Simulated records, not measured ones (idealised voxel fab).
process module | voxel transistor to metal
cross-section cut | 145 nm wide | cells 5 nm
A cross-section is a grid of square cells, given in bands from the top down. A band is one or more rows of cells.
Each band's line starts with the height of the band's top and of its bottom, in nm. Then come its materials from left to right, each with its width in nm. One material with "throughout" fills the band from edge to edge. "air" is empty space.
Height 0 is the level under which the wafer as received is all one material. The lowest band goes on downwards, as in "0 down".
A width such as "30 to 40" changes by the same amount from each row of cells to the next, from the band's top row to its bottom row.
"no change" after a step means that no cell of the cross-section changed.
closed voids: empty space of 8 cells or more with no open way to the top, each as width x height at its distance from the left edge, in nm
after a step's settings: what the simulator itself notes on the step
overlay nm, on a step with a mask: how far to the right of its planned place the mask lay; to the left if negative
plan
1 op RECEIVE | material Si
2 op OXIDIZE | depth nm 5
3 op CONFORMAL_DEP | material SiN | thk nm 10
4 op DIRECTIONAL_DEP | material aC | thk nm 10
5 op PATTERN | tone cover | mask id ACTIVE | material resist | width nm 105 | thk nm 30 | overlay nm 0
6 op DIRECTIONAL_ETCH | etch materials aC | depth nm 10
7 op STRIP | etch materials resist
8 op DIRECTIONAL_ETCH | etch materials SiN | depth nm 10
9 op DIRECTIONAL_ETCH | etch materials SiO2 | depth nm 5
10 op DIRECTIONAL_ETCH | etch materials Si | depth nm 25
11 op STRIP | etch materials aC
12 op FILL_DEP | material SiO2 | thk nm 5
13 op CMP | height nm 10
14 op SELECTIVE_ETCH | etch materials SiO2 | depth nm 10
15 op STRIP | etch materials SiN
16 op SELECTIVE_ETCH | etch materials SiO2 | depth nm 5
17 op OXIDIZE | depth nm 5
18 op DIRECTIONAL_DEP | material polySi | thk nm 30
19 op DIRECTIONAL_DEP | material SiCN | thk nm 10
20 op DIRECTIONAL_DEP | material aC | thk nm 15
21 op PATTERN | tone cover | mask id GATE | material resist | width nm 35 | thk nm 30 | overlay nm 0
22 op DIRECTIONAL_ETCH | etch materials aC | depth nm 15
23 op STRIP | etch materials resist
24 op DIRECTIONAL_ETCH | etch materials SiCN | depth nm 20
25 op DIRECTIONAL_ETCH | etch materials polySi | depth nm 40
26 op STRIP | etch materials aC
27 op CONFORMAL_DEP | material SiN | thk nm 5
28 op DIRECTIONAL_ETCH | etch materials SiN | depth nm 5
29 op DIRECTIONAL_ETCH | etch materials SiO2 | depth nm 5
30 op DIRECTIONAL_ETCH | etch materials Si | depth nm 5
31 op EPI | material SiGe | thk nm 5
32 op FILL_DEP | material SiO2 | thk nm 10
33 op CMP | height nm 25
34 op STRIP | etch materials polySi
35 op SELECTIVE_ETCH | etch materials SiO2 | depth nm 5
36 op CONFORMAL_DEP | material HfO2 | thk nm 5
37 op CONFORMAL_DEP | material TiN | thk nm 5
38 op FILL_DEP | material W | thk nm 5
39 op CMP | height nm 20
40 op DIRECTIONAL_DEP | material SiO2 | thk nm 15
41 op DIRECTIONAL_DEP | material aC | thk nm 10
42 op PATTERN | tone open | mask id CONTACT | material resist | width nm 15 | pitch nm 80 | thk nm 30 | overlay nm 0
43 op DIRECTIONAL_ETCH | etch materials aC | depth nm 10
44 op STRIP | etch materials resist
45 op DIRECTIONAL_ETCH | etch materials SiO2 | depth nm 45
46 op STRIP | etch materials aC
47 op CONFORMAL_DEP | material TiN | thk nm 5
48 op FILL_DEP | material Ru | thk nm 5
49 op CMP | height nm 35
50 op CONFORMAL_DEP | material SiCN | thk nm 5
51 op DIRECTIONAL_DEP | material SiO2 | thk nm 25
52 op MASKED_ETCH | tone open | mask id METAL_1 | width nm 15 | pitch nm 80 | etch materials SiO2 | depth nm 25 | overlay nm 0
53 op MASKED_ETCH | tone open | mask id METAL_1 | width nm 15 | pitch nm 80 | etch materials SiCN | depth nm 5 | overlay nm 0
54 op CONFORMAL_DEP | material TiN | thk nm 5
55 op FILL_DEP | material Ru | thk nm 5
56 op CMP | height nm 65
57 op EPI | material Ru | thk nm 5
58 op FILL_DEP | material SiCN | thk nm 5
first wafer, as planned
as received, after step 1
  0 down: Si throughout
  closed voids: none
after step 2
  0 to -5: SiO2 throughout
  below -5: unchanged
after step 3
  10 to 0: SiN throughout
  below 0: unchanged
after step 4
  20 to 10: aC throughout
  below 10: unchanged
after step 5
  50 to 20: air 20 | resist 105 | air 20
  below 20: unchanged
after step 6
  40 to 20: air 20 | resist 105 | air 20
  20 to 10: air 20 | aC 105 | air 20
  below 10: unchanged
after step 7
  20 to 10: air 20 | aC 105 | air 20
  below 10: unchanged
after step 8
  20 to 10: air 20 | aC 105 | air 20
  10 to 0: air 20 | SiN 105 | air 20
  below 0: unchanged
after step 9
  20 to 10: air 20 | aC 105 | air 20
  10 to 0: air 20 | SiN 105 | air 20
  0 to -5: air 20 | SiO2 105 | air 20
  below -5: unchanged
after step 10
  20 to 10: air 20 | aC 105 | air 20
  10 to 0: air 20 | SiN 105 | air 20
  0 to -5: air 20 | SiO2 105 | air 20
  -5 to -30: air 20 | Si 105 | air 20
  below -30: unchanged
after step 11
  10 to 0: air 20 | SiN 105 | air 20
  below 0: unchanged
after step 12
  15 to 10: SiO2 throughout
  10 to 0: SiO2 20 | SiN 105 | SiO2 20
  0 to -5: SiO2 throughout
  -5 to -30: SiO2 20 | Si 105 | SiO2 20
  below -30: unchanged
after step 13
  10 to 0: SiO2 20 | SiN 105 | SiO2 20
  below 0: unchanged
after step 14
  10 to 0: air 20 | SiN 105 | air 20
  below 0: unchanged
after step 15
  0 to -5: SiO2 throughout
  below -5: unchanged
after step 16
  -5 to -30: SiO2 20 | Si 105 | SiO2 20
  below -30: unchanged
after step 17
  -5 to -10: SiO2 throughout
  below -10: unchanged
after step 18
  25 to -5: polySi throughout
  below -5: unchanged
after step 19
  35 to 25: SiCN throughout
  below 25: unchanged
after step 20
  50 to 35: aC throughout
  below 35: unchanged
after step 21
  80 to 50: air 55 | resist 35 | air 55
  below 50: unchanged
after step 22
  65 to 50: air 55 | resist 35 | air 55
  50 to 35: air 55 | aC 35 | air 55
  below 35: unchanged
after step 23
  50 to 35: air 55 | aC 35 | air 55
  below 35: unchanged
after step 24
  50 to 35: air 55 | aC 35 | air 55
  35 to 25: air 55 | SiCN 35 | air 55
  below 25: unchanged
after step 25
  50 to 35: air 55 | aC 35 | air 55
  35 to 25: air 55 | SiCN 35 | air 55
  25 to -5: air 55 | polySi 35 | air 55
  below -5: unchanged
after step 26
  35 to 25: air 55 | SiCN 35 | air 55
  below 25: unchanged
after step 27
  40 to 35: air 50 | SiN 45 | air 50
  35 to 25: air 50 | SiN 5 | SiCN 35 | SiN 5 | air 50
  25 to 0: air 50 | SiN 5 | polySi 35 | SiN 5 | air 50
  0 to -5: SiN 55 | polySi 35 | SiN 55
  below -5: unchanged
after step 28
  35 to 25: air 50 | SiN 5 | SiCN 35 | SiN 5 | air 50
  25 to -5: air 50 | SiN 5 | polySi 35 | SiN 5 | air 50
  below -5: unchanged
after step 29
  35 to 25: air 50 | SiN 5 | SiCN 35 | SiN 5 | air 50
  25 to -5: air 50 | SiN 5 | polySi 35 | SiN 5 | air 50
  -5 to -10: air 50 | SiO2 45 | air 50
  below -10: unchanged
after step 30
  35 to 25: air 50 | SiN 5 | SiCN 35 | SiN 5 | air 50
  25 to -5: air 50 | SiN 5 | polySi 35 | SiN 5 | air 50
  -5 to -10: air 50 | SiO2 45 | air 50
  -10 to -15: SiO2 20 | air 30 | Si 45 | air 30 | SiO2 20
  below -15: unchanged
after step 31
  35 to 25: air 50 | SiN 5 | SiCN 35 | SiN 5 | air 50
  25 to -5: air 50 | SiN 5 | polySi 35 | SiN 5 | air 50
  -5 to -10: air 45 | SiGe 5 | SiO2 45 | SiGe 5 | air 45
  -10 to -15: SiO2 20 | SiGe 30 | Si 45 | SiGe 30 | SiO2 20
  below -15: unchanged
after step 32
  45 to 35: SiO2 throughout
  35 to 25: SiO2 50 | SiN 5 | SiCN 35 | SiN 5 | SiO2 50
  25 to -5: SiO2 50 | SiN 5 | polySi 35 | SiN 5 | SiO2 50
  -5 to -10: SiO2 45 | SiGe 5 | SiO2 45 | SiGe 5 | SiO2 45
  below -10: unchanged
after step 33
  25 to -5: SiO2 50 | SiN 5 | polySi 35 | SiN 5 | SiO2 50
  below -5: unchanged
after step 34
  25 to -5: SiO2 50 | SiN 5 | air 35 | SiN 5 | SiO2 50
  below -5: unchanged
after step 35
  25 to 20: air 50 | SiN 5 | air 35 | SiN 5 | air 50
  20 to -5: SiO2 50 | SiN 5 | air 35 | SiN 5 | SiO2 50
  -5 to -10: SiO2 45 | SiGe 5 | air 45 | SiGe 5 | SiO2 45
  below -10: unchanged
after step 36
  30 to 25: air 45 | HfO2 15 | air 25 | HfO2 15 | air 45
  25 to 20: HfO2 50 | SiN 5 | HfO2 5 | air 25 | HfO2 5 | SiN 5 | HfO2 50
  20 to -5: SiO2 50 | SiN 5 | HfO2 5 | air 25 | HfO2 5 | SiN 5 | SiO2 50
  -5 to -10: SiO2 45 | SiGe 5 | HfO2 45 | SiGe 5 | SiO2 45
  below -10: unchanged
after step 37
  35 to 30: air 40 | TiN 25 | air 15 | TiN 25 | air 40
  30 to 25: TiN 45 | HfO2 15 | TiN 5 | air 15 | TiN 5 | HfO2 15 | TiN 45
  25 to 20: HfO2 50 | SiN 5 | HfO2 5 | TiN 5 | air 15 | TiN 5 | HfO2 5 | SiN 5 | HfO2 50
  20 to 0: SiO2 50 | SiN 5 | HfO2 5 | TiN 5 | air 15 | TiN 5 | HfO2 5 | SiN 5 | SiO2 50
  0 to -5: SiO2 50 | SiN 5 | HfO2 5 | TiN 25 | HfO2 5 | SiN 5 | SiO2 50
  below -5: unchanged
after step 38
  40 to 35: W throughout
  35 to 30: W 40 | TiN 25 | W 15 | TiN 25 | W 40
  30 to 25: TiN 45 | HfO2 15 | TiN 5 | W 15 | TiN 5 | HfO2 15 | TiN 45
  25 to 20: HfO2 50 | SiN 5 | HfO2 5 | TiN 5 | W 15 | TiN 5 | HfO2 5 | SiN 5 | HfO2 50
  20 to 0: SiO2 50 | SiN 5 | HfO2 5 | TiN 5 | W 15 | TiN 5 | HfO2 5 | SiN 5 | SiO2 50
  below 0: unchanged
after step 39
  20 to 0: SiO2 50 | SiN 5 | HfO2 5 | TiN 5 | W 15 | TiN 5 | HfO2 5 | SiN 5 | SiO2 50
  below 0: unchanged
after step 40
  35 to 20: SiO2 throughout
  below 20: unchanged
after step 41
  45 to 35: aC throughout
  below 35: unchanged
after step 42
  75 to 45: resist 25 | air 15 | resist 65 | air 15 | resist 25
  below 45: unchanged
after step 43
  65 to 45: resist 25 | air 15 | resist 65 | air 15 | resist 25
  45 to 35: aC 25 | air 15 | aC 65 | air 15 | aC 25
  below 35: unchanged
after step 44
  45 to 35: aC 25 | air 15 | aC 65 | air 15 | aC 25
  below 35: unchanged
after step 45
  45 to 35: aC 25 | air 15 | aC 65 | air 15 | aC 25
  35 to 20: SiO2 25 | air 15 | SiO2 65 | air 15 | SiO2 25
  20 to 0: SiO2 25 | air 15 | SiO2 10 | SiN 5 | HfO2 5 | TiN 5 | W 15 | TiN 5 | HfO2 5 | SiN 5 | SiO2 10 | air 15 | SiO2 25
  0 to -5: SiO2 25 | air 15 | SiO2 10 | SiN 5 | HfO2 5 | TiN 25 | HfO2 5 | SiN 5 | SiO2 10 | air 15 | SiO2 25
  -5 to -10: SiO2 25 | air 15 | SiO2 5 | SiGe 5 | HfO2 45 | SiGe 5 | SiO2 5 | air 15 | SiO2 25
  below -10: unchanged
after step 46
  35 to 20: SiO2 25 | air 15 | SiO2 65 | air 15 | SiO2 25
  below 20: unchanged
after step 47
  40 to 35: TiN 30 | air 5 | TiN 75 | air 5 | TiN 30
  35 to 20: SiO2 25 | TiN 5 | air 5 | TiN 5 | SiO2 65 | TiN 5 | air 5 | TiN 5 | SiO2 25
  20 to 0: SiO2 25 | TiN 5 | air 5 | TiN 5 | SiO2 10 | SiN 5 | HfO2 5 | TiN 5 | W 15 | TiN 5 | HfO2 5 | SiN 5 | SiO2 10 | TiN 5 | air 5 | TiN 5 | SiO2 25
  0 to -5: SiO2 25 | TiN 5 | air 5 | TiN 5 | SiO2 10 | SiN 5 | HfO2 5 | TiN 25 | HfO2 5 | SiN 5 | SiO2 10 | TiN 5 | air 5 | TiN 5 | SiO2 25
  -5 to -10: SiO2 25 | TiN 15 | SiO2 5 | SiGe 5 | HfO2 45 | SiGe 5 | SiO2 5 | TiN 15 | SiO2 25
  below -10: unchanged
after step 48
  45 to 40: Ru throughout
  40 to 35: TiN 30 | Ru 5 | TiN 75 | Ru 5 | TiN 30
  35 to 20: SiO2 25 | TiN 5 | Ru 5 | TiN 5 | SiO2 65 | TiN 5 | Ru 5 | TiN 5 | SiO2 25
  20 to 0: SiO2 25 | TiN 5 | Ru 5 | TiN 5 | SiO2 10 | SiN 5 | HfO2 5 | TiN 5 | W 15 | TiN 5 | HfO2 5 | SiN 5 | SiO2 10 | TiN 5 | Ru 5 | TiN 5 | SiO2 25
  0 to -5: SiO2 25 | TiN 5 | Ru 5 | TiN 5 | SiO2 10 | SiN 5 | HfO2 5 | TiN 25 | HfO2 5 | SiN 5 | SiO2 10 | TiN 5 | Ru 5 | TiN 5 | SiO2 25
  below -5: unchanged
after step 49
  35 to 20: SiO2 25 | TiN 5 | Ru 5 | TiN 5 | SiO2 65 | TiN 5 | Ru 5 | TiN 5 | SiO2 25
  below 20: unchanged
after step 50
  40 to 35: SiCN throughout
  below 35: unchanged
after step 51
  65 to 40: SiO2 throughout
  below 40: unchanged
after step 52
  65 to 40: SiO2 25 | air 15 | SiO2 65 | air 15 | SiO2 25
  below 40: unchanged
after step 53
  65 to 40: SiO2 25 | air 15 | SiO2 65 | air 15 | SiO2 25
  40 to 35: SiCN 25 | air 15 | SiCN 65 | air 15 | SiCN 25
  below 35: unchanged
after step 54
  70 to 65: TiN 30 | air 5 | TiN 75 | air 5 | TiN 30
  65 to 40: SiO2 25 | TiN 5 | air 5 | TiN 5 | SiO2 65 | TiN 5 | air 5 | TiN 5 | SiO2 25
  40 to 35: SiCN 25 | TiN 15 | SiCN 65 | TiN 15 | SiCN 25
  below 35: unchanged
after step 55
  75 to 70: Ru throughout
  70 to 65: TiN 30 | Ru 5 | TiN 75 | Ru 5 | TiN 30
  65 to 40: SiO2 25 | TiN 5 | Ru 5 | TiN 5 | SiO2 65 | TiN 5 | Ru 5 | TiN 5 | SiO2 25
  below 40: unchanged
after step 56
  65 to 40: SiO2 25 | TiN 5 | Ru 5 | TiN 5 | SiO2 65 | TiN 5 | Ru 5 | TiN 5 | SiO2 25
  below 40: unchanged
after step 57
  70 to 65: air 20 | Ru 25 | air 55 | Ru 25 | air 20
  below 65: unchanged
after step 58
  75 to 70: SiCN throughout
  70 to 65: SiCN 20 | Ru 25 | SiCN 55 | Ru 25 | SiCN 20
  below 65: unchanged
second wafer: like start, like plan, one mistake. Through step 35 it matches the first wafer
when step 36 should have ended: no change
when step 37 should have ended
  30 to 25: air 45 | TiN 15 | air 25 | TiN 15 | air 45
  25 to 20: TiN 50 | SiN 5 | TiN 5 | air 25 | TiN 5 | SiN 5 | TiN 50
  20 to -5: SiO2 50 | SiN 5 | TiN 5 | air 25 | TiN 5 | SiN 5 | SiO2 50
  -5 to -10: SiO2 45 | SiGe 5 | TiN 45 | SiGe 5 | SiO2 45
  below -10: unchanged
when step 38 should have ended
  35 to 30: W throughout
  30 to 25: W 45 | TiN 15 | W 25 | TiN 15 | W 45
  25 to 20: TiN 50 | SiN 5 | TiN 5 | W 25 | TiN 5 | SiN 5 | TiN 50
  20 to -5: SiO2 50 | SiN 5 | TiN 5 | W 25 | TiN 5 | SiN 5 | SiO2 50
  below -5: unchanged
when step 39 should have ended
  20 to -5: SiO2 50 | SiN 5 | TiN 5 | W 25 | TiN 5 | SiN 5 | SiO2 50
  below -5: unchanged
when step 40 should have ended
  35 to 20: SiO2 throughout
  below 20: unchanged
when step 41 should have ended
  45 to 35: aC throughout
  below 35: unchanged
when step 42 should have ended
  75 to 45: resist 25 | air 15 | resist 65 | air 15 | resist 25
  below 45: unchanged
when step 43 should have ended
  65 to 45: resist 25 | air 15 | resist 65 | air 15 | resist 25
  45 to 35: aC 25 | air 15 | aC 65 | air 15 | aC 25
  below 35: unchanged
when step 44 should have ended
  45 to 35: aC 25 | air 15 | aC 65 | air 15 | aC 25
  below 35: unchanged
when step 45 should have ended
  45 to 35: aC 25 | air 15 | aC 65 | air 15 | aC 25
  35 to 20: SiO2 25 | air 15 | SiO2 65 | air 15 | SiO2 25
  20 to -5: SiO2 25 | air 15 | SiO2 10 | SiN 5 | TiN 5 | W 25 | TiN 5 | SiN 5 | SiO2 10 | air 15 | SiO2 25
  -5 to -10: SiO2 25 | air 15 | SiO2 5 | SiGe 5 | TiN 45 | SiGe 5 | SiO2 5 | air 15 | SiO2 25
  below -10: unchanged
when step 46 should have ended
  35 to 20: SiO2 25 | air 15 | SiO2 65 | air 15 | SiO2 25
  below 20: unchanged
when step 47 should have ended
  40 to 35: TiN 30 | air 5 | TiN 75 | air 5 | TiN 30
  35 to 20: SiO2 25 | TiN 5 | air 5 | TiN 5 | SiO2 65 | TiN 5 | air 5 | TiN 5 | SiO2 25
  20 to -5: SiO2 25 | TiN 5 | air 5 | TiN 5 | SiO2 10 | SiN 5 | TiN 5 | W 25 | TiN 5 | SiN 5 | SiO2 10 | TiN 5 | air 5 | TiN 5 | SiO2 25
  -5 to -10: SiO2 25 | TiN 15 | SiO2 5 | SiGe 5 | TiN 45 | SiGe 5 | SiO2 5 | TiN 15 | SiO2 25
  below -10: unchanged
when step 48 should have ended
  45 to 40: Ru throughout
  40 to 35: TiN 30 | Ru 5 | TiN 75 | Ru 5 | TiN 30
  35 to 20: SiO2 25 | TiN 5 | Ru 5 | TiN 5 | SiO2 65 | TiN 5 | Ru 5 | TiN 5 | SiO2 25
  20 to -5: SiO2 25 | TiN 5 | Ru 5 | TiN 5 | SiO2 10 | SiN 5 | TiN 5 | W 25 | TiN 5 | SiN 5 | SiO2 10 | TiN 5 | Ru 5 | TiN 5 | SiO2 25
  below -5: unchanged
when step 49 should have ended
  35 to 20: SiO2 25 | TiN 5 | Ru 5 | TiN 5 | SiO2 65 | TiN 5 | Ru 5 | TiN 5 | SiO2 25
  below 20: unchanged
when step 50 should have ended
  40 to 35: SiCN throughout
  below 35: unchanged
when step 51 should have ended
  65 to 40: SiO2 throughout
  below 40: unchanged
when step 52 should have ended
  65 to 40: SiO2 25 | air 15 | SiO2 65 | air 15 | SiO2 25
  below 40: unchanged
when step 53 should have ended
  65 to 40: SiO2 25 | air 15 | SiO2 65 | air 15 | SiO2 25
  40 to 35: SiCN 25 | air 15 | SiCN 65 | air 15 | SiCN 25
  below 35: unchanged
when step 54 should have ended
  70 to 65: TiN 30 | air 5 | TiN 75 | air 5 | TiN 30
  65 to 40: SiO2 25 | TiN 5 | air 5 | TiN 5 | SiO2 65 | TiN 5 | air 5 | TiN 5 | SiO2 25
  40 to 35: SiCN 25 | TiN 15 | SiCN 65 | TiN 15 | SiCN 25
  below 35: unchanged
when step 55 should have ended
  75 to 70: Ru throughout
  70 to 65: TiN 30 | Ru 5 | TiN 75 | Ru 5 | TiN 30
  65 to 40: SiO2 25 | TiN 5 | Ru 5 | TiN 5 | SiO2 65 | TiN 5 | Ru 5 | TiN 5 | SiO2 25
  below 40: unchanged
when step 56 should have ended
  65 to 40: SiO2 25 | TiN 5 | Ru 5 | TiN 5 | SiO2 65 | TiN 5 | Ru 5 | TiN 5 | SiO2 25
  below 40: unchanged
when step 57 should have ended
  70 to 65: air 20 | Ru 25 | air 55 | Ru 25 | air 20
  below 65: unchanged
when step 58 should have ended
  75 to 70: SiCN throughout
  70 to 65: SiCN 20 | Ru 25 | SiCN 55 | Ru 25 | SiCN 20
  below 65: unchanged
what went wrong: step 36 was left out
at the end the second wafer has, in cells: 19 fewer of HfO2 | 6 more of TiN | 13 more of W
